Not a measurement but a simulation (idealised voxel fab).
Title: Process Module voxel self aligned contacts
The width of the displayed cross-section, cut, is 240 nm; its cells are square, with a size of 5 nm.
Each cross-section below is a grid of square cells, stated as bands in top-down order, with one or more rows of cells making up each band. Per band: top height and bottom height in nm, followed by the left-to-right materials and their widths in nm; "throughout" marks a single material spanning edge to edge, "empty" marks empty space. Height is counted from the level 0, under which the received wafer is composed throughout of one material. The lowest of the bands is not closed at the bottom but continues downward, in the notation "z 0 and below". The two numbers in a width such as "30 to 40" mark its ends across the band: the first belongs to the top row of cells, the second to the bottom row, and from each row to the next the width moves by the same amount. "nothing different" (step): cross-section cells unchanged, all of them. For the entry "Voids, enclosed", the listed items are empty spaces with no open way to the top whose size is 8 cells or more; each item follows the pattern width x height at distance, where distance is from the left edge and all three are in nm. Formally, on a step line, whatever follows the settings is a remark that the simulator itself makes on the step. Steps that use a mask can have "overlay nm" on their line. It says how far the mask sat to the right of where it was meant to be. Negative means to the left.
## Process steps foreseen in the plan
1 RECEIVE with material Si
2 CONFORMAL_DEP with material SiO2, thk nm 5
3 DIRECTIONAL_DEP with material polySi, thk nm 25
4 DIRECTIONAL_DEP with material SiN, thk nm 20
5 DIRECTIONAL_DEP with material aC, thk nm 10
6 PATTERN with tone cover, mask id GATE, material resist, width nm 35, pitch nm 75, thk nm 25, overlay nm 0
7 DIRECTIONAL_ETCH with etch materials aC, depth nm 10
8 STRIP with etch materials resist
9 DIRECTIONAL_ETCH with etch materials SiN, depth nm 20
10 DIRECTIONAL_ETCH with etch materials polySi, depth nm 25
11 STRIP with etch materials aC
12 CONFORMAL_DEP with material SiN, thk nm 10
13 DIRECTIONAL_ETCH with etch materials SiN, depth nm 10
14 FILL_DEP with material SiO2, thk nm 10
15 CMP with height nm 55
16 MASKED_ETCH with tone open, mask id CONTACT, width nm 60, etch materials SiO2, depth nm 55, overlay nm 0
17 CONFORMAL_DEP with material TiN, thk nm 5
18 FILL_DEP with material W, thk nm 5
19 CMP with height nm 55
20 CONFORMAL_DEP with material SiCN, thk nm 5
## First of two wafers - as planned
## Cross-section of the wafer upon arrival, representing the state reached after step 1
  z 0 and below  Si throughout
  Voids, enclosed: none
## Cross-section: wafer state after step 2
  z 5 to 0  SiO2 throughout
  Under the height 0 nothing was changed.
## Cross-section: wafer state after step 3
  z 30 to 5  polySi throughout
  Under the height 5 nothing was changed.
## Cross-section: wafer state after step 4
  z 50 to 30  SiN throughout
  Under the height 30 nothing was changed.
## Cross-section: wafer state after step 5
  z 60 to 50  aC throughout
  Under the height 50 nothing was changed.
## Cross-section: wafer state after step 6
  z 85 to 60  empty: 65, resist: 35, empty: 40, resist: 35, empty: 65
  Under the height 60 nothing was changed.
## Cross-section: wafer state after step 7
  z 75 to 60  empty: 65, resist: 35, empty: 40, resist: 35, empty: 65
  z 60 to 50  empty: 65, aC: 35, empty: 40, aC: 35, empty: 65
  Under the height 50 nothing was changed.
## Cross-section: wafer state after step 8
  z 60 to 50  empty: 65, aC: 35, empty: 40, aC: 35, empty: 65
  Under the height 50 nothing was changed.
## Cross-section: wafer state after step 9
  z 60 to 50  empty: 65, aC: 35, empty: 40, aC: 35, empty: 65
  z 50 to 30  empty: 65, SiN: 35, empty: 40, SiN: 35, empty: 65
  Under the height 30 nothing was changed.
## Cross-section: wafer state after step 10
  z 60 to 50  empty: 65, aC: 35, empty: 40, aC: 35, empty: 65
  z 50 to 30  empty: 65, SiN: 35, empty: 40, SiN: 35, empty: 65
  z 30 to 5  empty: 65, polySi: 35, empty: 40, polySi: 35, empty: 65
  Under the height 5 nothing was changed.
## Cross-section: wafer state after step 11
  z 50 to 30  empty: 65, SiN: 35, empty: 40, SiN: 35, empty: 65
  Under the height 30 nothing was changed.
## Cross-section: wafer state after step 12
  z 60 to 30  empty: 55, SiN: 55, empty: 20, SiN: 55, empty: 55
  z 30 to 15  empty: 55, SiN: 10, polySi: 35, SiN: 10, empty: 20, SiN: 10, polySi: 35, SiN: 10, empty: 55
  z 15 to 5  SiN: 65, polySi: 35, SiN: 40, polySi: 35, SiN: 65
  Under the height 5 nothing was changed.
## Cross-section: wafer state after step 13
  z 50 to 30  empty: 55, SiN: 55, empty: 20, SiN: 55, empty: 55
  z 30 to 5  empty: 55, SiN: 10, polySi: 35, SiN: 10, empty: 20, SiN: 10, polySi: 35, SiN: 10, empty: 55
  Under the height 5 nothing was changed.
## Cross-section: wafer state after step 14
  z 60 to 50  SiO2 throughout
  z 50 to 30  SiO2: 55, SiN: 55, SiO2: 20, SiN: 55, SiO2: 55
  z 30 to 5  SiO2: 55, SiN: 10, polySi: 35, SiN: 10, SiO2: 20, SiN: 10, polySi: 35, SiN: 10, SiO2: 55
  Under the height 5 nothing was changed.
## Cross-section: wafer state after step 15
  z 55 to 50  SiO2 throughout
  Under the height 50 nothing was changed.
## Cross-section: wafer state after step 16
  z 55 to 50  SiO2: 90, empty: 60, SiO2: 90
  z 50 to 30  SiO2: 55, SiN: 55, empty: 20, SiN: 55, SiO2: 55
  z 30 to 5  SiO2: 55, SiN: 10, polySi: 35, SiN: 10, empty: 20, SiN: 10, polySi: 35, SiN: 10, SiO2: 55
  z 5 to 0  SiO2: 110, empty: 20, SiO2: 110
  Under the height 0 nothing was changed.
## Cross-section: wafer state after step 17
  z 60 to 55  TiN: 95, empty: 50, TiN: 95
  z 55 to 50  SiO2: 90, TiN: 25, empty: 10, TiN: 25, SiO2: 90
  z 50 to 30  SiO2: 55, SiN: 55, TiN: 5, empty: 10, TiN: 5, SiN: 55, SiO2: 55
  z 30 to 5  SiO2: 55, SiN: 10, polySi: 35, SiN: 10, TiN: 5, empty: 10, TiN: 5, SiN: 10, polySi: 35, SiN: 10, SiO2: 55
  z 5 to 0  SiO2: 110, TiN: 20, SiO2: 110
  Under the height 0 nothing was changed.
## Cross-section: wafer state after step 18
  z 65 to 60  W throughout
  z 60 to 55  TiN: 95, W: 50, TiN: 95
  z 55 to 50  SiO2: 90, TiN: 25, W: 10, TiN: 25, SiO2: 90
  z 50 to 30  SiO2: 55, SiN: 55, TiN: 5, W: 10, TiN: 5, SiN: 55, SiO2: 55
  z 30 to 5  SiO2: 55, SiN: 10, polySi: 35, SiN: 10, TiN: 5, W: 10, TiN: 5, SiN: 10, polySi: 35, SiN: 10, SiO2: 55
  Under the height 5 nothing was changed.
## Cross-section: wafer state after step 19
  z 55 to 50  SiO2: 90, TiN: 25, W: 10, TiN: 25, SiO2: 90
  Under the height 50 nothing was changed.
## Cross-section: wafer state after step 20
  z 60 to 55  SiCN throughout
  Under the height 55 nothing was changed.
## Now the other wafer: same start, same recipe, but we messed up one thing when running it. Up to and including step 16 it's the same as the first one
## Second wafer shown in cross-section at the time step 17 was slated to end
  z 60 to 50  SiO2: 95 to 115, empty: 50 to 10, SiO2: 95 to 115
  z 50 to 30  SiO2: 55, SiN: 55, SiO2: 5, empty: 10, SiO2: 5, SiN: 55, SiO2: 55
  z 30 to 5  SiO2: 55, SiN: 10, polySi: 35, SiN: 10, SiO2: 5, empty: 10, SiO2: 5, SiN: 10, polySi: 35, SiN: 10, SiO2: 55
  z 5 to 0  SiO2 throughout
  Under the height 0 nothing was changed.
## Second wafer shown in cross-section at the time step 18 was slated to end
  z 65 to 60  W throughout
  z 60 to 50  SiO2: 95 to 115, W: 50 to 10, SiO2: 95 to 115
  z 50 to 30  SiO2: 55, SiN: 55, SiO2: 5, W: 10, SiO2: 5, SiN: 55, SiO2: 55
  z 30 to 5  SiO2: 55, SiN: 10, polySi: 35, SiN: 10, SiO2: 5, W: 10, SiO2: 5, SiN: 10, polySi: 35, SiN: 10, SiO2: 55
  Under the height 5 nothing was changed.
## Second wafer shown in cross-section at the time step 19 was slated to end
  z 55 to 50  SiO2: 115, W: 10, SiO2: 115
  Under the height 50 nothing was changed.
## Second wafer shown in cross-section at the time step 20 was slated to end
  z 60 to 55  SiCN throughout
  Under the height 55 nothing was changed.
Which mistake was made when the wafer was run? step 17 did not use the planned setting and instead ran as CONFORMAL_DEP with material SiO2, thk nm 5
Once processing is complete, comparing cell counts shows that the second wafer has more or fewer of certain materials than the first: SiO2: 32 more, TiN: 32 fewer
